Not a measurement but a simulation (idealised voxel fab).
Proc. module: voxel spacer lines
Displayed cross-section: cut, width of 265 nm, square cells sized 5 nm.
Square cells in a grid make up a cross-section in this document, and the grid is given as bands, listed from the top down, each one or more rows of cells. Top height, bottom height, nm. Materials left to right, width each, nm. Single material + "edge to edge" = fills band edge to edge. "empty" = empty. Counting heights begins at 0, where everything beneath is, in the wafer as received, one material. The lowest band has no bottom; it goes on downwards, as "0 -> down" shows. The notation "30->40" denotes a width that varies across the rows of cells in the band, beginning at the first number in the top row, finishing at the second number in the bottom row, and changing by an identical amount from each row to the next. "no modification" means the step left every cell of the cross-section as it was. Entry "Trapped cavities". Content: empty spaces with no open connection to the top, size 8 cells or greater. Each: width x height at distance. Distance: from left edge. Unit: nm. after a step's settings: what the simulator itself notes on the step. Regarding "overlay nm": on a step with a mask, it is the distance the mask lay to the right of its planned place; a negative value places it to the left.

## Planned step list for the process
| 1 | RECEIVE | material Si |
| 2 | CONFORMAL_DEP | material Al2O3 | thk nm 10 |
| 3 | DIRECTIONAL_DEP | material W | thk nm 10 |
| 4 | DIRECTIONAL_DEP | material polySi | thk nm 25 |
| 5 | PATTERN | tone cover | mask id MANDREL | material resist | width nm 20 | pitch nm 70 | thk nm 30 | overlay nm 0 |
| 6 | DIRECTIONAL_ETCH | etch materials polySi | depth nm 25 |
| 7 | STRIP | etch materials resist |
| 8 | CONFORMAL_DEP | material SiO2 | thk nm 15 |
| 9 | DIRECTIONAL_ETCH | etch materials SiO2 | depth nm 15 |
| 10 | STRIP | etch materials polySi |
| 11 | DIRECTIONAL_ETCH | etch materials W | depth nm 10 |
| 12 | STRIP | etch materials SiO2 |

## Of two wafers, the first: run according to plan

## as received, after step 1
* 0 -> down = Si edge to edge
* Trapped cavities: none

## The wafer, seen in cross-section, after step 2
* 10 -> 0 = Al2O3 edge to edge
* All layers under 0 are left as they were.

## The wafer, seen in cross-section, after step 3
* 20 -> 10 = W edge to edge
* All layers under 10 are left as they were.

## The wafer, seen in cross-section, after step 4
* 45 -> 20 = polySi edge to edge
* All layers under 20 are left as they were.

## The wafer, seen in cross-section, after step 5
* 75 -> 45 = empty (85), then resist (20), then empty (50), then resist (20), then empty (90)
* All layers under 45 are left as they were.

## The wafer, seen in cross-section, after step 6
* 75 -> 45 = empty (85), then resist (20), then empty (50), then resist (20), then empty (90)
* 45 -> 20 = empty (85), then polySi (20), then empty (50), then polySi (20), then empty (90)
* All layers under 20 are left as they were.

## The wafer, seen in cross-section, after step 7
* 45 -> 20 = empty (85), then polySi (20), then empty (50), then polySi (20), then empty (90)
* All layers under 20 are left as they were.

## The wafer, seen in cross-section, after step 8
* 60 -> 45 = empty (70), then SiO2 (50), then empty (20), then SiO2 (50), then empty (75)
* 45 -> 35 = empty (70), then SiO2 (15), then polySi (20), then SiO2 (15), then empty (20), then SiO2 (15), then polySi (20), then SiO2 (15), then empty (75)
* 35 -> 20 = SiO2 (85), then polySi (20), then SiO2 (50), then polySi (20), then SiO2 (90)
* All layers under 20 are left as they were.

## The wafer, seen in cross-section, after step 9
* 45 -> 20 = empty (70), then SiO2 (15), then polySi (20), then SiO2 (15), then empty (20), then SiO2 (15), then polySi (20), then SiO2 (15), then empty (75)
* All layers under 20 are left as they were.

## The wafer, seen in cross-section, after step 10
* 45 -> 20 = empty (70), then SiO2 (15), then empty (20), then SiO2 (15), then empty (20), then SiO2 (15), then empty (20), then SiO2 (15), then empty (75)
* All layers under 20 are left as they were.

## The wafer, seen in cross-section, after step 11
* 45 -> 20 = empty (70), then SiO2 (15), then empty (20), then SiO2 (15), then empty (20), then SiO2 (15), then empty (20), then SiO2 (15), then empty (75)
* 20 -> 10 = empty (70), then W (15), then empty (20), then W (15), then empty (20), then W (15), then empty (20), then W (15), then empty (75)
* All layers under 10 are left as they were.

## The wafer, seen in cross-section, after step 12
* 20 -> 10 = empty (70), then W (15), then empty (20), then W (15), then empty (20), then W (15), then empty (20), then W (15), then empty (75)
* All layers under 10 are left as they were.

## Companion wafer, the second of two: same beginning, same intended sequence, one mistake in carrying it out; through step 4 inclusive it tracks the first exactly

## Second wafer, cross-section, planned end of step 5
* 75 -> 45 = resist (85), then empty (20), then resist (50), then empty (20), then resist (90)
* All layers under 45 are left as they were.

## Second wafer, cross-section, planned end of step 6
* 75 -> 45 = resist (85), then empty (20), then resist (50), then empty (20), then resist (90)
* 45 -> 20 = polySi (85), then empty (20), then polySi (50), then empty (20), then polySi (90)
* All layers under 20 are left as they were.

## Second wafer, cross-section, planned end of step 7
* 45 -> 20 = polySi (85), then empty (20), then polySi (50), then empty (20), then polySi (90)
* All layers under 20 are left as they were.

## Second wafer, cross-section, planned end of step 8
* 60 -> 45 = SiO2 edge to edge
* 45 -> 20 = polySi (85), then SiO2 (20), then polySi (50), then SiO2 (20), then polySi (90)
* All layers under 20 are left as they were.

## Second wafer, cross-section, planned end of step 9
* 45 -> 20 = polySi (85), then SiO2 (20), then polySi (50), then SiO2 (20), then polySi (90)
* All layers under 20 are left as they were.

## Second wafer, cross-section, planned end of step 10
* 45 -> 20 = empty (85), then SiO2 (20), then empty (50), then SiO2 (20), then empty (90)
* All layers under 20 are left as they were.

## Second wafer, cross-section, planned end of step 11
* 45 -> 20 = empty (85), then SiO2 (20), then empty (50), then SiO2 (20), then empty (90)
* 20 -> 10 = empty (85), then W (20), then empty (50), then W (20), then empty (90)
* All layers under 10 are left as they were.

## Second wafer, cross-section, planned end of step 12
* 20 -> 10 = empty (85), then W (20), then empty (50), then W (20), then empty (90)
* All layers under 10 are left as they were.
What was the processing mistake? rather than as planned, step 5 actually ran as PATTERN | tone open | mask id MANDREL | material resist | width nm 20 | pitch nm 70 | thk nm 30 | overlay nm 0
Counted in cells at the end, the second wafer holds more or fewer of these materials than the first: W -8
